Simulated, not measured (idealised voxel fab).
The process module presented herein is designated voxel transistor to metal.
Section cut is 295 nm wide and gridded with 5 nm square cells.
When this document writes out a cross-section, it uses a grid of square cells and lists it as bands, beginning at the top and moving down, with a band standing for one or more rows of cells.
Band entry format. Leading values: height of top, height of bottom, nm. Remainder: materials in left-to-right order, each with its width in nm. Special words: "throughout" on a single material, which then fills the band edge to edge; "blank", empty space.
The level at which height equals 0 is the one under which the wafer, as it arrives, is entirely one material. No lower edge exists for the bottom band, which continues downward and is notated as in "0..down".
Width spec "30..40" -> top row of cells at first value, bottom row at second value, equal per-row change in between.
When a step is marked "nothing altered", none of the cells in the cross-section changed during that step.
If an empty space has no open way to the top and is at least 8 cells in size, "Enclosed cavity list" lists it, written width x height at distance, where distance is measured from the left edge and every value is in nm.
It should be noted that, on the line of a given step, the content following the step's settings is a remark produced by the simulator itself with respect to that step.
overlay nm: mask right of planned place by this much (step with mask). Neg. = left.
STEPS PLANNED FOR THE PROCESS
1 RECEIVE with material Si
2 OXIDIZE with depth nm 5
3 CONFORMAL_DEP with material SiN, thk nm 10
4 MASKED_ETCH with tone cover, mask id ACTIVE, width nm 90, pitch nm 110, etch materials SiN, depth nm 10, overlay nm 0
5 MASKED_ETCH with tone cover, mask id ACTIVE, width nm 90, pitch nm 110, etch materials SiO2, depth nm 5, overlay nm 0
6 MASKED_ETCH with tone cover, mask id ACTIVE, width nm 90, pitch nm 110, etch materials Si, depth nm 25, overlay nm 0
7 FILL_DEP with material SiO2, thk nm 15
8 CMP with height nm 10
9 SELECTIVE_ETCH with etch materials SiO2, depth nm 10
10 STRIP with etch materials SiN
11 SELECTIVE_ETCH with etch materials SiO2, depth nm 5
12 OXIDIZE with depth nm 5
13 DIRECTIONAL_DEP with material polySi, thk nm 25
14 DIRECTIONAL_DEP with material SiCN, thk nm 10
15 MASKED_ETCH with tone cover, mask id GATE, width nm 20, pitch nm 110, etch materials SiCN, depth nm 20, overlay nm 0
16 MASKED_ETCH with tone cover, mask id GATE, width nm 20, pitch nm 110, etch materials polySi, depth nm 35, overlay nm 0
17 CONFORMAL_DEP with material SiO2, thk nm 5
18 DIRECTIONAL_ETCH with etch materials SiO2, depth nm 5
19 CONFORMAL_DEP with material SiN, thk nm 10
20 DIRECTIONAL_ETCH with etch materials SiN, depth nm 10
21 DIRECTIONAL_ETCH with etch materials SiO2, depth nm 5
22 DIRECTIONAL_ETCH with etch materials Si, depth nm 5
23 EPI with material SiGe, thk nm 10
24 FILL_DEP with material SiO2, thk nm 5
25 CMP with height nm 30
26 DIRECTIONAL_DEP with material SiO2, thk nm 10
27 PATTERN with tone open, mask id CONTACT, material resist, width nm 15, thk nm 20, overlay nm 0
28 DIRECTIONAL_ETCH with etch materials SiO2, depth nm 35
29 STRIP with etch materials resist
30 CONFORMAL_DEP with material TiN, thk nm 5
31 FILL_DEP with material W, thk nm 5
32 CMP with height nm 40
33 DIRECTIONAL_DEP with material TiN, thk nm 5
34 DIRECTIONAL_DEP with material Ru, thk nm 25
35 MASKED_ETCH with tone cover, mask id METAL_1, width nm 15, etch materials Ru, depth nm 25, overlay nm 0
36 MASKED_ETCH with tone cover, mask id METAL_1, width nm 15, etch materials TiN, depth nm 5, overlay nm 0
37 FILL_DEP with material SiO2, thk nm 5
38 CMP with height nm 70
39 CONFORMAL_DEP with material SiCN, thk nm 5
40 DIRECTIONAL_DEP with material SiO2, thk nm 30
41 DIRECTIONAL_DEP with material aC, thk nm 10
42 PATTERN with tone open, mask id METAL_2, material resist, width nm 15, pitch nm 110, thk nm 25, overlay nm 0
43 DIRECTIONAL_ETCH with etch materials aC, depth nm 10
44 STRIP with etch materials resist
45 DIRECTIONAL_ETCH with etch materials SiO2, depth nm 15
46 STRIP with etch materials aC
47 MASKED_ETCH with tone open, mask id METAL_2_HOLES, width nm 15, pitch nm 110, etch materials SiO2, depth nm 15, overlay nm 0
48 MASKED_ETCH with tone open, mask id METAL_2_HOLES, width nm 15, pitch nm 110, etch materials SiCN, depth nm 5, overlay nm 0
49 CONFORMAL_DEP with material TiN, thk nm 5
50 FILL_DEP with material Ru, thk nm 10
51 CMP with height nm 105
52 CONFORMAL_DEP with material SiN, thk nm 5
Wafers differ in depth nm at step 28; plan lists the first wafer's value; identical starting state.
FIRST OF SEVERAL WAFERS (AS RECEIVED, POST STEP 1), CROSS-SECTIONAL VIEW
    0..down | Si throughout
    Enclosed cavity list: none
FOR YOUR REFERENCE, THE TABLE IS ORGANIZED WITH A ROW PER WAFER; EACH ROW REFLECTS THE WAFER AT THE END OF THE MODULE, INDICATING FOR EACH MATERIAL THE CELLS GAINED (+) OR LOST (-) SINCE RECEIPT, AND THEREAFTER ITS CLOSED VOIDS
depth nm 35, +72 Ru, -226 Si, +69 SiCN, +44 SiGe, +115 SiN, +1058 SiO2, +102 TiN, +24 W, +40 polySi, Enclosed cavity list: none
depth nm 40, +72 Ru, -226 Si, +69 SiCN, +44 SiGe, +115 SiN, +1046 SiO2, +110 TiN, +28 W, +40 polySi, Enclosed cavity list: none
depth nm 45, +72 Ru, -226 Si, +69 SiCN, +44 SiGe, +115 SiN, +1042 SiO2, +114 TiN, +28 W, +40 polySi, Enclosed cavity list: none
depth nm 50, +72 Ru, -226 Si, +69 SiCN, +44 SiGe, +115 SiN, +1042 SiO2, +114 TiN, +28 W, +40 polySi, Enclosed cavity list: none
depth nm 55, +72 Ru, -226 Si, +69 SiCN, +44 SiGe, +115 SiN, +1042 SiO2, +114 TiN, +28 W, +40 polySi, Enclosed cavity list: none
depth nm 60, +72 Ru, -226 Si, +69 SiCN, +44 SiGe, +115 SiN, +1042 SiO2, +114 TiN, +28 W, +40 polySi, Enclosed cavity list: none
